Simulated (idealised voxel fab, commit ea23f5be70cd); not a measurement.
Process module heading - voxel double patterning
The width of the displayed cross-section, cut, is 210 nm; its cells are square, with a size of 5 nm.
Format of a cross-section: grid, square cells. Given as bands. Order: top down. Band: one or more rows of cells. First you get the band's top height and its bottom height, in nm, and then the materials it's made of, left to right, with each width in nm. If you see a single material with "everywhere", that one covers the band edge to edge. "empty" is empty space. A quick word on heights: they are counted from 0, and under that level the wafer as it came to us is one material throughout. The lowest band is different from the rest in having no bottom; it simply continues downward, written as in "top 0, no bottom". Quick explanation for "30..40": the width changes in equal steps down the rows of cells, from the first number in the band's top row to the second number in its bottom row. "no modifications" for a step: no cell of the cross-section changed in that step. The label "Enclosed void entries" introduces a list of the empty spaces, 8 cells or larger, that have no open way up to the top; each entry in it reads width x height at distance, where the distance is taken from the left edge and all three are stated in nm. Post-settings text on a step line: simulator's own remark regarding the step. "overlay nm", when on a step's line for a step with a mask, measures how far to the right of its planned place the mask lay; a negative measure means to the left.
[Process steps foreseen in the plan]
1 RECEIVE: material Si
2 CONFORMAL_DEP: material SiO2, thk nm 5
3 DIRECTIONAL_DEP: material W, thk nm 10
4 DIRECTIONAL_DEP: material SiN, thk nm 10
5 MASKED_ETCH: tone open, mask id FIRST, width nm 15, pitch nm 50, etch materials SiN, depth nm 10, overlay nm 0
6 MASKED_ETCH: tone open, mask id SECOND, width nm 15, etch materials SiN, depth nm 10, overlay nm -15
7 DIRECTIONAL_ETCH: etch materials W, depth nm 10
8 STRIP: etch materials SiN
The plan's step 6 overlay nm is the first wafer's value; the wafers differ in this setting and start identical.
[Incoming state of the first of several wafers in cross-section: after step 1]
    top 0, no bottom  Si everywhere
    Enclosed void entries: none
[The rows of the table below are wafers. Looking at the end of the module, a row counts, for every material, the cells the wafer has gained, shown as (+), or lost, shown as (-), since it was received; its closed voids come next]
overlay nm -15, +42 SiO2, +68 W, Enclosed void entries: none
overlay nm -10, +42 SiO2, +66 W, Enclosed void entries: none
overlay nm -5, +42 SiO2, +66 W, Enclosed void entries: none
overlay nm 0, +42 SiO2, +66 W, Enclosed void entries: none
overlay nm 5, +42 SiO2, +66 W, Enclosed void entries: none
overlay nm 10, +42 SiO2, +66 W, Enclosed void entries: none
overlay nm 15, +42 SiO2, +68 W, Enclosed void entries: none
